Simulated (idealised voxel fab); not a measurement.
The following is a process module called voxel self aligned vias.
Xsec cut, 225 nm wide, square cell size 5 nm.
A cross-section is written here as square cells arranged in a grid, and it is given in bands from the top down, each band taking up one or more rows of cells. Basically the band line says how high the top is and how high the bottom is, in nm, and then what's in it from left to right, every material with its width in nm. Empty space shows up as "empty", and if a single material carries "everywhere" it runs the full band edge to edge. Height 0 is the level under which the wafer as received is all one material. The lowest band goes on downwards, as in "0 down". Top row gets the first number, bottom row gets the second, and each row in between changes by the same step: that is how a band width like "30 to 40" works. "same as before" means the step left every cell of the cross-section as it was. Voids not open to the top, 8 cells minimum: see "Sealed voids". Written width x height at distance; distance is from the left edge; nm. It should be noted that, on the line of a given step, the content following the step's settings is a remark produced by the simulator itself with respect to that step. "overlay nm" denotes, for a step that has a mask, the displacement of the mask to the right of its planned place, with negative values corresponding to the left.

BELOW IS THE LIST OF PLANNED PROCESS STEPS
1,RECEIVE [material Si]
2,CONFORMAL_DEP [material SiO2] [thk nm 10]
3,CONFORMAL_DEP [material SiCN] [thk nm 5]
4,DIRECTIONAL_DEP [material lowk] [thk nm 20]
5,PATTERN [tone open] [mask id LINES] [material resist] [width nm 20] [pitch nm 60] [thk nm 15] [overlay nm 0]
6,DIRECTIONAL_ETCH [etch materials lowk] [depth nm 20]
7,STRIP [etch materials resist]
8,CONFORMAL_DEP [material TiN] [thk nm 5]
9,FILL_DEP [material W] [thk nm 5]
10,CMP [height nm 35]
11,SELECTIVE_ETCH [etch materials W Ru TiN] [depth nm 5]
12,FILL_DEP [material SiN] [thk nm 10]
13,CMP [height nm 35]
14,DIRECTIONAL_DEP [material lowk] [thk nm 15]
15,DIRECTIONAL_DEP [material aC] [thk nm 15]
16,PATTERN [tone open] [mask id VIAS] [material resist] [width nm 40] [pitch nm 60] [thk nm 30] [overlay nm 0]
17,DIRECTIONAL_ETCH [etch materials aC] [depth nm 15]
18,STRIP [etch materials resist]
19,DIRECTIONAL_ETCH [etch materials lowk] [depth nm 15]
20,DIRECTIONAL_ETCH [etch materials SiN] [depth nm 5]
21,STRIP [etch materials aC]
22,CONFORMAL_DEP [material TiN] [thk nm 5]
23,FILL_DEP [material Cu] [thk nm 5]
24,CMP [height nm 50]
25,CONFORMAL_DEP [material SiN] [thk nm 5]
For clarity, it should be stated that the wafers under discussion commence in an identical condition and differ with respect to the thk nm of step 25, the plan indicating the value that the first wafer had.

FIRST OF SEVERAL WAFERS, RECEIVED AFTER STEP 1, IN CROSS-SECTION
    0 down | Si everywhere
    Sealed voids: none

PER-WAFER ROWS BELOW. FOR EACH MATERIAL: CELLS GAINED (+) OR LOST (-) SINCE THE WAFER WAS RECEIVED, AS OF END OF MODULE. THEN: CLOSED VOIDS
thk nm 5; +28 Cu; +45 SiCN; +45 SiN; +90 SiO2; +44 TiN; +8 W; +235 lowk; Sealed voids: none
thk nm 10; +28 Cu; +45 SiCN; +90 SiN; +90 SiO2; +44 TiN; +8 W; +235 lowk; Sealed voids: none
thk nm 15; +28 Cu; +45 SiCN; +135 SiN; +90 SiO2; +44 TiN; +8 W; +235 lowk; Sealed voids: none
thk nm 20; +28 Cu; +45 SiCN; +180 SiN; +90 SiO2; +44 TiN; +8 W; +235 lowk; Sealed voids: none
